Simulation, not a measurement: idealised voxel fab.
process module | voxel self aligned contacts
cross-section cut | 290 nm wide | cells 5 nm
A cross-section is a grid of square cells, given in bands from the top down. A band is one or more rows of cells.
Each band's line starts with the height of the band's top and of its bottom, in nm. Then come its materials from left to right, each with its width in nm. One material with "throughout" fills the band from edge to edge. "air" is empty space.
Height 0 is the level under which the wafer as received is all one material. The lowest band goes on downwards, as in "0 down".
A width such as "30 to 40" changes by the same amount from each row of cells to the next, from the band's top row to its bottom row.
"no change" after a step means that no cell of the cross-section changed.
closed voids: empty space of 8 cells or more with no open way to the top, each as width x height at its distance from the left edge, in nm
after a step's settings: what the simulator itself notes on the step
overlay nm, on a step with a mask: how far to the right of its planned place the mask lay; to the left if negative
plan
1 op RECEIVE | material Si
2 op CONFORMAL_DEP | material SiO2 | thk nm 5
3 op DIRECTIONAL_DEP | material polySi | thk nm 25
4 op DIRECTIONAL_DEP | material SiN | thk nm 20
5 op DIRECTIONAL_DEP | material aC | thk nm 15
6 op PATTERN | tone cover | mask id GATE | material resist | width nm 30 | pitch nm 75 | thk nm 30 | overlay nm 0
7 op DIRECTIONAL_ETCH | etch materials aC | depth nm 15
8 op STRIP | etch materials resist
9 op DIRECTIONAL_ETCH | etch materials SiN | depth nm 20
10 op DIRECTIONAL_ETCH | etch materials polySi | depth nm 25
11 op STRIP | etch materials aC
12 op CONFORMAL_DEP | material SiN | thk nm 10
13 op DIRECTIONAL_ETCH | etch materials SiN | depth nm 10
14 op FILL_DEP | material SiO2 | thk nm 10
15 op CMP | height nm 55
16 op MASKED_ETCH | tone open | mask id CONTACT | width nm 55 | pitch nm 75 | etch materials SiO2 | depth nm 55 | overlay nm 0
17 op CONFORMAL_DEP | material TiN | thk nm 5
18 op FILL_DEP | material W | thk nm 5
19 op CMP | height nm 55
20 op CONFORMAL_DEP | material SiN | thk nm 5
first wafer, as planned
as received, after step 1
  0 down: Si throughout
  closed voids: none
after step 2
  5 to 0: SiO2 throughout
  below 0: unchanged
after step 3
  30 to 5: polySi throughout
  below 5: unchanged
after step 4
  50 to 30: SiN throughout
  below 30: unchanged
after step 5
  65 to 50: aC throughout
  below 50: unchanged
after step 6
  95 to 65: air 55 | resist 30 | air 45 | resist 30 | air 45 | resist 30 | air 55
  below 65: unchanged
after step 7
  80 to 65: air 55 | resist 30 | air 45 | resist 30 | air 45 | resist 30 | air 55
  65 to 50: air 55 | aC 30 | air 45 | aC 30 | air 45 | aC 30 | air 55
  below 50: unchanged
after step 8
  65 to 50: air 55 | aC 30 | air 45 | aC 30 | air 45 | aC 30 | air 55
  below 50: unchanged
after step 9
  65 to 50: air 55 | aC 30 | air 45 | aC 30 | air 45 | aC 30 | air 55
  50 to 30: air 55 | SiN 30 | air 45 | SiN 30 | air 45 | SiN 30 | air 55
  below 30: unchanged
after step 10
  65 to 50: air 55 | aC 30 | air 45 | aC 30 | air 45 | aC 30 | air 55
  50 to 30: air 55 | SiN 30 | air 45 | SiN 30 | air 45 | SiN 30 | air 55
  30 to 5: air 55 | polySi 30 | air 45 | polySi 30 | air 45 | polySi 30 | air 55
  below 5: unchanged
after step 11
  50 to 30: air 55 | SiN 30 | air 45 | SiN 30 | air 45 | SiN 30 | air 55
  below 30: unchanged
after step 12
  60 to 30: air 45 | SiN 50 | air 25 | SiN 50 | air 25 | SiN 50 | air 45
  30 to 15: air 45 | SiN 10 | polySi 30 | SiN 10 | air 25 | SiN 10 | polySi 30 | SiN 10 | air 25 | SiN 10 | polySi 30 | SiN 10 | air 45
  15 to 5: SiN 55 | polySi 30 | SiN 45 | polySi 30 | SiN 45 | polySi 30 | SiN 55
  below 5: unchanged
after step 13
  50 to 30: air 45 | SiN 50 | air 25 | SiN 50 | air 25 | SiN 50 | air 45
  30 to 5: air 45 | SiN 10 | polySi 30 | SiN 10 | air 25 | SiN 10 | polySi 30 | SiN 10 | air 25 | SiN 10 | polySi 30 | SiN 10 | air 45
  below 5: unchanged
after step 14
  60 to 50: SiO2 throughout
  50 to 30: SiO2 45 | SiN 50 | SiO2 25 | SiN 50 | SiO2 25 | SiN 50 | SiO2 45
  30 to 5: SiO2 45 | SiN 10 | polySi 30 | SiN 10 | SiO2 25 | SiN 10 | polySi 30 | SiN 10 | SiO2 25 | SiN 10 | polySi 30 | SiN 10 | SiO2 45
  below 5: unchanged
after step 15
  55 to 50: SiO2 throughout
  below 50: unchanged
after step 16
  55 to 50: SiO2 80 | air 55 | SiO2 20 | air 55 | SiO2 80
  50 to 30: SiO2 45 | SiN 50 | air 25 | SiN 50 | air 25 | SiN 50 | SiO2 45
  30 to 5: SiO2 45 | SiN 10 | polySi 30 | SiN 10 | air 25 | SiN 10 | polySi 30 | SiN 10 | air 25 | SiN 10 | polySi 30 | SiN 10 | SiO2 45
  5 to 0: SiO2 95 | air 25 | SiO2 50 | air 25 | SiO2 95
  below 0: unchanged
after step 17
  60 to 55: TiN 85 | air 45 | TiN 30 | air 45 | TiN 85
  55 to 50: SiO2 80 | TiN 20 | air 15 | TiN 20 | SiO2 20 | TiN 20 | air 15 | TiN 20 | SiO2 80
  50 to 30: SiO2 45 | SiN 50 | TiN 5 | air 15 | TiN 5 | SiN 50 | TiN 5 | air 15 | TiN 5 | SiN 50 | SiO2 45
  30 to 5: SiO2 45 | SiN 10 | polySi 30 | SiN 10 | TiN 5 | air 15 | TiN 5 | SiN 10 | polySi 30 | SiN 10 | TiN 5 | air 15 | TiN 5 | SiN 10 | polySi 30 | SiN 10 | SiO2 45
  5 to 0: SiO2 95 | TiN 25 | SiO2 50 | TiN 25 | SiO2 95
  below 0: unchanged
after step 18
  65 to 60: W throughout
  60 to 55: TiN 85 | W 45 | TiN 30 | W 45 | TiN 85
  55 to 50: SiO2 80 | TiN 20 | W 15 | TiN 20 | SiO2 20 | TiN 20 | W 15 | TiN 20 | SiO2 80
  50 to 30: SiO2 45 | SiN 50 | TiN 5 | W 15 | TiN 5 | SiN 50 | TiN 5 | W 15 | TiN 5 | SiN 50 | SiO2 45
  30 to 5: SiO2 45 | SiN 10 | polySi 30 | SiN 10 | TiN 5 | W 15 | TiN 5 | SiN 10 | polySi 30 | SiN 10 | TiN 5 | W 15 | TiN 5 | SiN 10 | polySi 30 | SiN 10 | SiO2 45
  below 5: unchanged
after step 19
  55 to 50: SiO2 80 | TiN 20 | W 15 | TiN 20 | SiO2 20 | TiN 20 | W 15 | TiN 20 | SiO2 80
  below 50: unchanged
after step 20
  60 to 55: SiN throughout
  below 55: unchanged
second wafer: like start, like plan, one mistake. Through step 2 it matches the first wafer
when step 3 should have ended
  55 to 5: polySi throughout
  below 5: unchanged
when step 4 should have ended
  75 to 55: SiN throughout
  below 55: unchanged
when step 5 should have ended
  90 to 75: aC throughout
  below 75: unchanged
when step 6 should have ended
  120 to 90: air 55 | resist 30 | air 45 | resist 30 | air 45 | resist 30 | air 55
  below 90: unchanged
when step 7 should have ended
  105 to 90: air 55 | resist 30 | air 45 | resist 30 | air 45 | resist 30 | air 55
  90 to 75: air 55 | aC 30 | air 45 | aC 30 | air 45 | aC 30 | air 55
  below 75: unchanged
when step 8 should have ended
  90 to 75: air 55 | aC 30 | air 45 | aC 30 | air 45 | aC 30 | air 55
  below 75: unchanged
when step 9 should have ended
  90 to 75: air 55 | aC 30 | air 45 | aC 30 | air 45 | aC 30 | air 55
  75 to 55: air 55 | SiN 30 | air 45 | SiN 30 | air 45 | SiN 30 | air 55
  below 55: unchanged
when step 10 should have ended
  90 to 75: air 55 | aC 30 | air 45 | aC 30 | air 45 | aC 30 | air 55
  75 to 55: air 55 | SiN 30 | air 45 | SiN 30 | air 45 | SiN 30 | air 55
  55 to 30: air 55 | polySi 30 | air 45 | polySi 30 | air 45 | polySi 30 | air 55
  below 30: unchanged
when step 11 should have ended
  75 to 55: air 55 | SiN 30 | air 45 | SiN 30 | air 45 | SiN 30 | air 55
  below 55: unchanged
when step 12 should have ended
  85 to 55: air 45 | SiN 50 | air 25 | SiN 50 | air 25 | SiN 50 | air 45
  55 to 40: air 45 | SiN 10 | polySi 30 | SiN 10 | air 25 | SiN 10 | polySi 30 | SiN 10 | air 25 | SiN 10 | polySi 30 | SiN 10 | air 45
  40 to 30: SiN 55 | polySi 30 | SiN 45 | polySi 30 | SiN 45 | polySi 30 | SiN 55
  below 30: unchanged
when step 13 should have ended
  75 to 55: air 45 | SiN 50 | air 25 | SiN 50 | air 25 | SiN 50 | air 45
  55 to 30: air 45 | SiN 10 | polySi 30 | SiN 10 | air 25 | SiN 10 | polySi 30 | SiN 10 | air 25 | SiN 10 | polySi 30 | SiN 10 | air 45
  below 30: unchanged
when step 14 should have ended
  85 to 75: SiO2 throughout
  75 to 55: SiO2 45 | SiN 50 | SiO2 25 | SiN 50 | SiO2 25 | SiN 50 | SiO2 45
  55 to 30: SiO2 45 | SiN 10 | polySi 30 | SiN 10 | SiO2 25 | SiN 10 | polySi 30 | SiN 10 | SiO2 25 | SiN 10 | polySi 30 | SiN 10 | SiO2 45
  below 30: unchanged
when step 15 should have ended
  55 to 30: SiO2 45 | SiN 10 | polySi 30 | SiN 10 | SiO2 25 | SiN 10 | polySi 30 | SiN 10 | SiO2 25 | SiN 10 | polySi 30 | SiN 10 | SiO2 45
  below 30: unchanged
when step 16 should have ended
  55 to 30: SiO2 45 | SiN 10 | polySi 30 | SiN 10 | air 25 | SiN 10 | polySi 30 | SiN 10 | air 25 | SiN 10 | polySi 30 | SiN 10 | SiO2 45
  below 30: unchanged
when step 17 should have ended
  60 to 55: TiN 100 | air 15 | TiN 60 | air 15 | TiN 100
  55 to 35: SiO2 45 | SiN 10 | polySi 30 | SiN 10 | TiN 5 | air 15 | TiN 5 | SiN 10 | polySi 30 | SiN 10 | TiN 5 | air 15 | TiN 5 | SiN 10 | polySi 30 | SiN 10 | SiO2 45
  35 to 30: SiO2 45 | SiN 10 | polySi 30 | SiN 10 | TiN 25 | SiN 10 | polySi 30 | SiN 10 | TiN 25 | SiN 10 | polySi 30 | SiN 10 | SiO2 45
  below 30: unchanged
when step 18 should have ended
  65 to 60: W throughout
  60 to 55: TiN 100 | W 15 | TiN 60 | W 15 | TiN 100
  55 to 35: SiO2 45 | SiN 10 | polySi 30 | SiN 10 | TiN 5 | W 15 | TiN 5 | SiN 10 | polySi 30 | SiN 10 | TiN 5 | W 15 | TiN 5 | SiN 10 | polySi 30 | SiN 10 | SiO2 45
  below 35: unchanged
when step 19 should have ended
  55 to 35: SiO2 45 | SiN 10 | polySi 30 | SiN 10 | TiN 5 | W 15 | TiN 5 | SiN 10 | polySi 30 | SiN 10 | TiN 5 | W 15 | TiN 5 | SiN 10 | polySi 30 | SiN 10 | SiO2 45
  below 35: unchanged
when step 20 should have ended
  60 to 55: SiN throughout
  below 55: unchanged
what went wrong: step 3 was run twice
at the end the second wafer has, in cells: 120 fewer of SiN | 98 fewer of SiO2 | 36 fewer of TiN | 36 fewer of W | 290 more of polySi
